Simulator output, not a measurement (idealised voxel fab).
The process module that follows is named voxel ribs on slabs.
The width of the displayed cross-section, cut, is 290 nm; its cells are square, with a size of 5 nm.
Cross-section, as written here: a square-cell grid given band by band from the top down, where a band holds one or more rows of cells. Top, bottom (nm), then materials left to right with widths (nm); lone material tagged "all across" fills the whole band edge to edge; "air" = empty space. Height is counted from the level 0, under which the received wafer is composed throughout of one material. The lowest of the bands is not closed at the bottom but continues downward, in the notation "0 nm and below". A width such as "30..40" changes by the same amount from each row of cells to the next, from the band's top row to its bottom row. Take "no change occurred" at face value: in the step it is given for, the cross-section changed in none of its cells. What "Enclosed void entries" gives you is every empty space of 8 cells or more that is cut off from the top. Each appears as width x height at distance, with the distance taken from the left edge and width, height and distance all in nm. On each step's line, the part that comes after the settings is the simulator's own comment on the step. "overlay nm" denotes, for a step that has a mask, the displacement of the mask to the right of its planned place, with negative values corresponding to the left.
## List of planned process steps
step 1: RECEIVE (material Si)
step 2: DIRECTIONAL_DEP (material SiO2; thk nm 30)
step 3: DIRECTIONAL_DEP (material polySi; thk nm 20)
step 4: DIRECTIONAL_DEP (material aC; thk nm 15)
step 5: PATTERN (tone cover; mask id RIB; material resist; width nm 25; thk nm 30; overlay nm 0)
step 6: DIRECTIONAL_ETCH (etch materials aC; depth nm 15)
step 7: STRIP (etch materials resist)
step 8: DIRECTIONAL_ETCH (etch materials polySi; depth nm 10)
step 9: STRIP (etch materials aC)
step 10: MASKED_ETCH (tone cover; mask id SLAB; width nm 65; etch materials polySi; depth nm 10; overlay nm 0)
step 11: FILL_DEP (material SiO2; thk nm 30)
step 12: CMP (height nm 70)
step 13: DIRECTIONAL_DEP (material W; thk nm 10)
step 14: DIRECTIONAL_DEP (material aC; thk nm 15)
step 15: PATTERN (tone cover; mask id HEATER; material resist; width nm 35; thk nm 35; overlay nm 0)
step 16: DIRECTIONAL_ETCH (etch materials aC; depth nm 15)
step 17: STRIP (etch materials resist)
step 18: DIRECTIONAL_ETCH (etch materials W; depth nm 10)
step 19: STRIP (etch materials aC)
step 20: CONFORMAL_DEP (material SiO2; thk nm 10)
## First of two wafers, processed according to plan
## Cross-section of the wafer upon arrival, representing the state reached after step 1
- 0 nm and below | Si all across
- Enclosed void entries: none
## Cross-section: wafer state after step 2
- 30 nm to 0 nm | SiO2 all across
- Anything lower than 0 is untouched.
## Cross-section: wafer state after step 3
- 50 nm to 30 nm | polySi all across
- Anything lower than 30 is untouched.
## Cross-section: wafer state after step 4
- 65 nm to 50 nm | aC all across
- Anything lower than 50 is untouched.
## Cross-section: wafer state after step 5
- 95 nm to 65 nm | 130 air; 25 resist; 135 air
- Anything lower than 65 is untouched.
## Cross-section: wafer state after step 6
- 80 nm to 65 nm | 130 air; 25 resist; 135 air
- 65 nm to 50 nm | 130 air; 25 aC; 135 air
- Anything lower than 50 is untouched.
## Cross-section: wafer state after step 7
- 65 nm to 50 nm | 130 air; 25 aC; 135 air
- Anything lower than 50 is untouched.
## Cross-section: wafer state after step 8
- 65 nm to 50 nm | 130 air; 25 aC; 135 air
- 50 nm to 40 nm | 130 air; 25 polySi; 135 air
- Anything lower than 40 is untouched.
## Cross-section: wafer state after step 9
- 50 nm to 40 nm | 130 air; 25 polySi; 135 air
- Anything lower than 40 is untouched.
## Cross-section: wafer state after step 10
- 50 nm to 40 nm | 130 air; 25 polySi; 135 air
- 40 nm to 30 nm | 110 air; 65 polySi; 115 air
- Anything lower than 30 is untouched.
## Cross-section: wafer state after step 11
- 80 nm to 50 nm | SiO2 all across
- 50 nm to 40 nm | 130 SiO2; 25 polySi; 135 SiO2
- 40 nm to 30 nm | 110 SiO2; 65 polySi; 115 SiO2
- Anything lower than 30 is untouched.
## Cross-section: wafer state after step 12
- 70 nm to 50 nm | SiO2 all across
- Anything lower than 50 is untouched.
## Cross-section: wafer state after step 13
- 80 nm to 70 nm | W all across
- Anything lower than 70 is untouched.
## Cross-section: wafer state after step 14
- 95 nm to 80 nm | aC all across
- Anything lower than 80 is untouched.
## Cross-section: wafer state after step 15
- 130 nm to 95 nm | 125 air; 35 resist; 130 air
- Anything lower than 95 is untouched.
## Cross-section: wafer state after step 16
- 115 nm to 95 nm | 125 air; 35 resist; 130 air
- 95 nm to 80 nm | 125 air; 35 aC; 130 air
- Anything lower than 80 is untouched.
## Cross-section: wafer state after step 17
- 95 nm to 80 nm | 125 air; 35 aC; 130 air
- Anything lower than 80 is untouched.
## Cross-section: wafer state after step 18
- 95 nm to 80 nm | 125 air; 35 aC; 130 air
- 80 nm to 70 nm | 125 air; 35 W; 130 air
- Anything lower than 70 is untouched.
## Cross-section: wafer state after step 19
- 80 nm to 70 nm | 125 air; 35 W; 130 air
- Anything lower than 70 is untouched.
## Cross-section: wafer state after step 20
- 90 nm to 80 nm | 115 air; 55 SiO2; 120 air
- 80 nm to 70 nm | 125 SiO2; 35 W; 130 SiO2
- Anything lower than 70 is untouched.
## Second wafer. Start and plan as for the first. One mistake made in running. Agrees with the first up to and including step 12
## At the planned end of step 13, the second wafer in cross-section
- 85 nm to 70 nm | W all across
- Anything lower than 70 is untouched.
## At the planned end of step 14, the second wafer in cross-section
- 100 nm to 85 nm | aC all across
- Anything lower than 85 is untouched.
## At the planned end of step 15, the second wafer in cross-section
- 135 nm to 100 nm | 125 air; 35 resist; 130 air
- Anything lower than 100 is untouched.
## At the planned end of step 16, the second wafer in cross-section
- 120 nm to 100 nm | 125 air; 35 resist; 130 air
- 100 nm to 85 nm | 125 air; 35 aC; 130 air
- Anything lower than 85 is untouched.
## At the planned end of step 17, the second wafer in cross-section
- 100 nm to 85 nm | 125 air; 35 aC; 130 air
- Anything lower than 85 is untouched.
## At the planned end of step 18, the second wafer in cross-section
- 100 nm to 85 nm | 125 air; 35 aC; 130 air
- 85 nm to 75 nm | 125 air; 35 W; 130 air
- Anything lower than 75 is untouched.
## At the planned end of step 19, the second wafer in cross-section
- 85 nm to 75 nm | 125 air; 35 W; 130 air
- Anything lower than 75 is untouched.
## At the planned end of step 20, the second wafer in cross-section
- 95 nm to 85 nm | 115 air; 55 SiO2; 120 air
- 85 nm to 75 nm | 125 SiO2; 35 W; 130 SiO2
- Anything lower than 75 is untouched.
Finding, execution versus plan: step 13 was processed under conditions differing from the plan, specifically as DIRECTIONAL_DEP (material W; thk nm 15)
In the final state, the cell counts of the second wafer exceed or fall short of those of the first for the following materials: 58 more of W
